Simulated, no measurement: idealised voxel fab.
Process module name: voxel wiring stack
Pictured: cross-section cut, 290 nm wide, on a grid of 5 nm square cells.
Cross-section format: a grid of square cells, given as bands from top to bottom; each band is one or more rows of cells.
Top height, bottom height, nm. Materials left to right, width each, nm. Single material + "throughout" = fills band edge to edge. "blank" = empty.
Ref level 0: as-received wafer is one material below here. Bottom band extends down with no lower bound ("0 down").
Note: "30->40" means the width goes from the first number (top row of the band) to the second number (bottom row) in equal steps per row of cells.
It should be understood that the words "left unchanged", when stated for a given step, signify that the cross-section underwent no change in any of its cells during that step.
If an empty space has no open way to the top and is at least 8 cells in size, "Unvented voids" lists it, written width x height at distance, where distance is measured from the left edge and every value is in nm.
On a step's line, text after the settings is the simulator commenting on that step.
overlay nm: for a step with a mask, the amount by which the mask lay right of where it was planned; a negative amount means left of it.
# Planned process steps
- 1: op RECEIVE | material Si
- 2: op CONFORMAL_DEP | material SiO2 | thk nm 10
- 3: op DIRECTIONAL_DEP | material TiN | thk nm 5
- 4: op DIRECTIONAL_DEP | material W | thk nm 20
- 5: op MASKED_ETCH | tone cover | mask id METAL_1 | width nm 25 | pitch nm 45 | etch materials W | depth nm 20 | overlay nm 0
- 6: op MASKED_ETCH | tone cover | mask id METAL_1 | width nm 25 | pitch nm 45 | etch materials TiN | depth nm 5 | overlay nm 0
- 7: op FILL_DEP | material lowk | thk nm 5
- 8: op CMP | height nm 35
- 9: op CONFORMAL_DEP | material SiCN | thk nm 5
- 10: op DIRECTIONAL_DEP | material lowk | thk nm 30
- 11: op DIRECTIONAL_DEP | material aC | thk nm 10
- 12: op PATTERN | tone open | mask id METAL_2_HOLES | material resist | width nm 15 | thk nm 30 | overlay nm 0
- 13: op DIRECTIONAL_ETCH | etch materials aC | depth nm 10
- 14: op STRIP | etch materials resist
- 15: op DIRECTIONAL_ETCH | etch materials lowk | depth nm 30
- 16: op STRIP | etch materials aC
- 17: op MASKED_ETCH | tone open | mask id METAL_2 | width nm 25 | pitch nm 45 | etch materials lowk | depth nm 15 | overlay nm 0
- 18: op MASKED_ETCH | tone open | mask id METAL_2 | width nm 25 | pitch nm 45 | etch materials SiCN | depth nm 5 | overlay nm 0
- 19: op CONFORMAL_DEP | material TiN | thk nm 5
- 20: op FILL_DEP | material Ru | thk nm 10
- 21: op CMP | height nm 70
- 22: op CONFORMAL_DEP | material SiN | thk nm 5
# First of two wafers - as planned
# Cross-section: wafer on arrival = after step 1
  0 down  Si throughout
  Unvented voids: none
# Once step 2 is through, the wafer looks like this in cross-section
  10 to 0  SiO2 throughout
  Nothing below the height 0 has changed.
# Once step 3 is through, the wafer looks like this in cross-section
  15 to 10  TiN throughout
  Nothing below the height 10 has changed.
# Once step 4 is through, the wafer looks like this in cross-section
  35 to 15  W throughout
  Nothing below the height 15 has changed.
# Once step 5 is through, the wafer looks like this in cross-section
  35 to 15  blank (110); W (25); blank (20); W (25); blank (110)
  Nothing below the height 15 has changed.
# Once step 6 is through, the wafer looks like this in cross-section
  35 to 15  blank (110); W (25); blank (20); W (25); blank (110)
  15 to 10  blank (110); TiN (25); blank (20); TiN (25); blank (110)
  Nothing below the height 10 has changed.
# Once step 7 is through, the wafer looks like this in cross-section
  40 to 35  lowk throughout
  35 to 15  lowk (110); W (25); lowk (20); W (25); lowk (110)
  15 to 10  lowk (110); TiN (25); lowk (20); TiN (25); lowk (110)
  Nothing below the height 10 has changed.
# Once step 8 is through, the wafer looks like this in cross-section
  35 to 15  lowk (110); W (25); lowk (20); W (25); lowk (110)
  Nothing below the height 15 has changed.
# Once step 9 is through, the wafer looks like this in cross-section
  40 to 35  SiCN throughout
  Nothing below the height 35 has changed.
# Once step 10 is through, the wafer looks like this in cross-section
  70 to 40  lowk throughout
  Nothing below the height 40 has changed.
# Once step 11 is through, the wafer looks like this in cross-section
  80 to 70  aC throughout
  Nothing below the height 70 has changed.
# Once step 12 is through, the wafer looks like this in cross-section
  110 to 80  resist (110); blank (15); resist (165)
  Nothing below the height 80 has changed.
# Once step 13 is through, the wafer looks like this in cross-section
  100 to 80  resist (110); blank (15); resist (165)
  80 to 70  aC (110); blank (15); aC (165)
  Nothing below the height 70 has changed.
# Once step 14 is through, the wafer looks like this in cross-section
  80 to 70  aC (110); blank (15); aC (165)
  Nothing below the height 70 has changed.
# Once step 15 is through, the wafer looks like this in cross-section
  80 to 70  aC (110); blank (15); aC (165)
  70 to 40  lowk (110); blank (15); lowk (165)
  Nothing below the height 40 has changed.
# Once step 16 is through, the wafer looks like this in cross-section
  70 to 40  lowk (110); blank (15); lowk (165)
  Nothing below the height 40 has changed.
# Once step 17 is through, the wafer looks like this in cross-section
  70 to 55  lowk (110); blank (25); lowk (20); blank (25); lowk (110)
  Nothing below the height 55 has changed.
# Once step 18 is through, the wafer looks like this in cross-section
  70 to 55  lowk (110); blank (25); lowk (20); blank (25); lowk (110)
  55 to 40  lowk (110); blank (15); lowk (165)
  40 to 35  SiCN (110); blank (15); SiCN (165)
  Nothing below the height 35 has changed.
# Once step 19 is through, the wafer looks like this in cross-section
  75 to 70  TiN (115); blank (15); TiN (30); blank (15); TiN (115)
  70 to 60  lowk (110); TiN (5); blank (15); TiN (5); lowk (20); TiN (5); blank (15); TiN (5); lowk (110)
  60 to 55  lowk (110); TiN (5); blank (5); TiN (15); lowk (20); TiN (25); lowk (110)
  55 to 40  lowk (110); TiN (5); blank (5); TiN (5); lowk (165)
  40 to 35  SiCN (110); TiN (15); SiCN (165)
  Nothing below the height 35 has changed.
# Once step 20 is through, the wafer looks like this in cross-section
  85 to 75  Ru throughout
  75 to 70  TiN (115); Ru (15); TiN (30); Ru (15); TiN (115)
  70 to 60  lowk (110); TiN (5); Ru (15); TiN (5); lowk (20); TiN (5); Ru (15); TiN (5); lowk (110)
  60 to 55  lowk (110); TiN (5); Ru (5); TiN (15); lowk (20); TiN (25); lowk (110)
  55 to 40  lowk (110); TiN (5); Ru (5); TiN (5); lowk (165)
  Nothing below the height 40 has changed.
# Once step 21 is through, the wafer looks like this in cross-section
  70 to 60  lowk (110); TiN (5); Ru (15); TiN (5); lowk (20); TiN (5); Ru (15); TiN (5); lowk (110)
  Nothing below the height 60 has changed.
# Once step 22 is through, the wafer looks like this in cross-section
  75 to 70  SiN throughout
  Nothing below the height 70 has changed.
# Here the second wafer is described. Its start and its plan were those of the first wafer. Its run contained one mistake. Up to and including step 11, it did exactly what the first wafer did
# Second wafer, sectioned view, at step 12's planned end time
  110 to 80  resist (105); blank (25); resist (160)
  Nothing below the height 80 has changed.
# Second wafer, sectioned view, at step 13's planned end time
  100 to 80  resist (105); blank (25); resist (160)
  80 to 70  aC (105); blank (25); aC (160)
  Nothing below the height 70 has changed.
# Second wafer, sectioned view, at step 14's planned end time
  80 to 70  aC (105); blank (25); aC (160)
  Nothing below the height 70 has changed.
# Second wafer, sectioned view, at step 15's planned end time
  80 to 70  aC (105); blank (25); aC (160)
  70 to 40  lowk (105); blank (25); lowk (160)
  Nothing below the height 40 has changed.
# Second wafer, sectioned view, at step 16's planned end time
  70 to 40  lowk (105); blank (25); lowk (160)
  Nothing below the height 40 has changed.
# Second wafer, sectioned view, at step 17's planned end time
  70 to 55  lowk (105); blank (30); lowk (20); blank (25); lowk (110)
  Nothing below the height 55 has changed.
# Second wafer, sectioned view, at step 18's planned end time
  70 to 55  lowk (105); blank (30); lowk (20); blank (25); lowk (110)
  55 to 40  lowk (105); blank (25); lowk (160)
  40 to 35  SiCN (110); blank (20); SiCN (160)
  Nothing below the height 35 has changed.
# Second wafer, sectioned view, at step 19's planned end time
  75 to 70  TiN (110); blank (20); TiN (30); blank (15); TiN (115)
  70 to 60  lowk (105); TiN (5); blank (20); TiN (5); lowk (20); TiN (5); blank (15); TiN (5); lowk (110)
  60 to 55  lowk (105); TiN (5); blank (15); TiN (10); lowk (20); TiN (25); lowk (110)
  55 to 45  lowk (105); TiN (5); blank (15); TiN (5); lowk (160)
  45 to 40  lowk (105); TiN (10); blank (10); TiN (5); lowk (160)
  40 to 35  SiCN (110); TiN (20); SiCN (160)
  Nothing below the height 35 has changed.
# Second wafer, sectioned view, at step 20's planned end time
  85 to 75  Ru throughout
  75 to 70  TiN (110); Ru (20); TiN (30); Ru (15); TiN (115)
  70 to 60  lowk (105); TiN (5); Ru (20); TiN (5); lowk (20); TiN (5); Ru (15); TiN (5); lowk (110)
  60 to 55  lowk (105); TiN (5); Ru (15); TiN (10); lowk (20); TiN (25); lowk (110)
  55 to 45  lowk (105); TiN (5); Ru (15); TiN (5); lowk (160)
  45 to 40  lowk (105); TiN (10); Ru (10); TiN (5); lowk (160)
  Nothing below the height 40 has changed.
# Second wafer, sectioned view, at step 21's planned end time
  70 to 60  lowk (105); TiN (5); Ru (20); TiN (5); lowk (20); TiN (5); Ru (15); TiN (5); lowk (110)
  Nothing below the height 60 has changed.
# Second wafer, sectioned view, at step 22's planned end time
  75 to 70  SiN throughout
  Nothing below the height 70 has changed.
Against the plan, the run slipped here: step 12 ran with different settings than intended, the actual operation and settings being op PATTERN | tone open | mask id METAL_2_HOLES | material resist | width nm 25 | thk nm 30 | overlay nm 0
Wafer comparison, final, in cells, second relative to first, materials more or fewer: 9 more of Ru | 1 fewer of SiCN | 1 more of TiN | 9 fewer of lowk
